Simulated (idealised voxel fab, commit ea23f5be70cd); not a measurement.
Presented below is a process module, voxel gate over fins.
Xsec cut, 245 nm wide, square cell size 5 nm.
For the purposes of this document, a cross-section shall be understood as a grid of square cells, specified as bands listed in top-to-bottom order, each band consisting of one or more rows of cells.
Band: top and bottom heights (nm) first, top before bottom; then materials from left to right, widths in nm. "throughout" marks a sole material filling the band edge to edge. "empty" denotes empty space.
Beneath 0, the wafer as received is one material, and that level is where height counting begins. The lowest band goes on downward without a bottom; it is written like "0 and below".
It should be noted that a width expressed as "30..40" varies in equal increments from row to row of cells within the band, taking the value of the first number at the top row and that of the second number at the bottom row.
Where the words "no change occurred" appear for a step, the cross-section shows no cell changed by that step; every cell remained as before.
"Enclosed cavity list" specifies each empty space that is not open to the top and that occupies no fewer than 8 cells, using the form width x height at distance, the distance measured from the left edge and all three quantities in nm.
Post-settings text on a step line: simulator's own remark regarding the step.
overlay nm: how far to the right of its planned place the mask lay on this masked step (negative: to the left).
Listed below are the process steps as planned:
step 1: RECEIVE (material Si)
step 2: CONFORMAL_DEP (material SiN; thk nm 10)
step 3: PATTERN (tone cover; mask id FINS; material resist; width nm 15; pitch nm 50; thk nm 15; overlay nm 0)
step 4: DIRECTIONAL_ETCH (etch materials SiN; depth nm 10)
step 5: DIRECTIONAL_ETCH (etch materials Si; depth nm 40)
step 6: STRIP (etch materials resist)
step 7: FILL_DEP (material SiO2; thk nm 10)
step 8: CMP (height nm 10)
step 9: PATTERN (tone open; mask id RAIL; material resist; width nm 15; thk nm 15; overlay nm 0)
step 10: DIRECTIONAL_ETCH (etch materials SiO2; depth nm 45)
step 11: STRIP (etch materials resist)
step 12: CONFORMAL_DEP (material TiN; thk nm 5)
step 13: FILL_DEP (material W; thk nm 10)
step 14: CMP (height nm 10)
step 15: SELECTIVE_ETCH (etch materials W Ru TiN; depth nm 30)
step 16: FILL_DEP (material SiO2; thk nm 5)
step 17: CMP (height nm 10)
step 18: SELECTIVE_ETCH (etch materials SiO2; depth nm 20)
step 19: STRIP (etch materials SiN)
step 20: CONFORMAL_DEP (material HfO2; thk nm 5)
step 21: CONFORMAL_DEP (material TiN; thk nm 5)
step 22: CONFORMAL_DEP (material TiAl; thk nm 5)
step 23: CONFORMAL_DEP (material TiN; thk nm 5)
step 24: FILL_DEP (material W; thk nm 10)
step 25: CMP (height nm 25)
step 26: CONFORMAL_DEP (material SiN; thk nm 10)
Heads up: all these wafers start the same, and what changes between them is the width nm in step 3. The value you see in the plan is just what the first wafer got.
Received condition of the first of several wafers, sectioned: post-step 1:
- 0 and below = Si throughout
- Enclosed cavity list: none
The following table contains a row per wafer, in which are reported, at the conclusion of the module, the cells of each material gained (+) or lost (-) since the wafer's receipt, with its closed voids given thereafter:
width nm 15 | +61 HfO2 | -320 Si | +98 SiN | +231 SiO2 | +61 TiAl | +125 TiN | +87 W | Enclosed cavity list: none
width nm 20 | +61 HfO2 | -296 Si | +98 SiN | +213 SiO2 | +61 TiAl | +121 TiN | +85 W | Enclosed cavity list: none
width nm 25 | +61 HfO2 | -272 Si | +98 SiN | +195 SiO2 | +57 TiAl | +121 TiN | +83 W | Enclosed cavity list: none
width nm 30 | +61 HfO2 | -248 Si | +98 SiN | +177 SiO2 | +53 TiAl | +121 TiN | +81 W | Enclosed cavity list: none
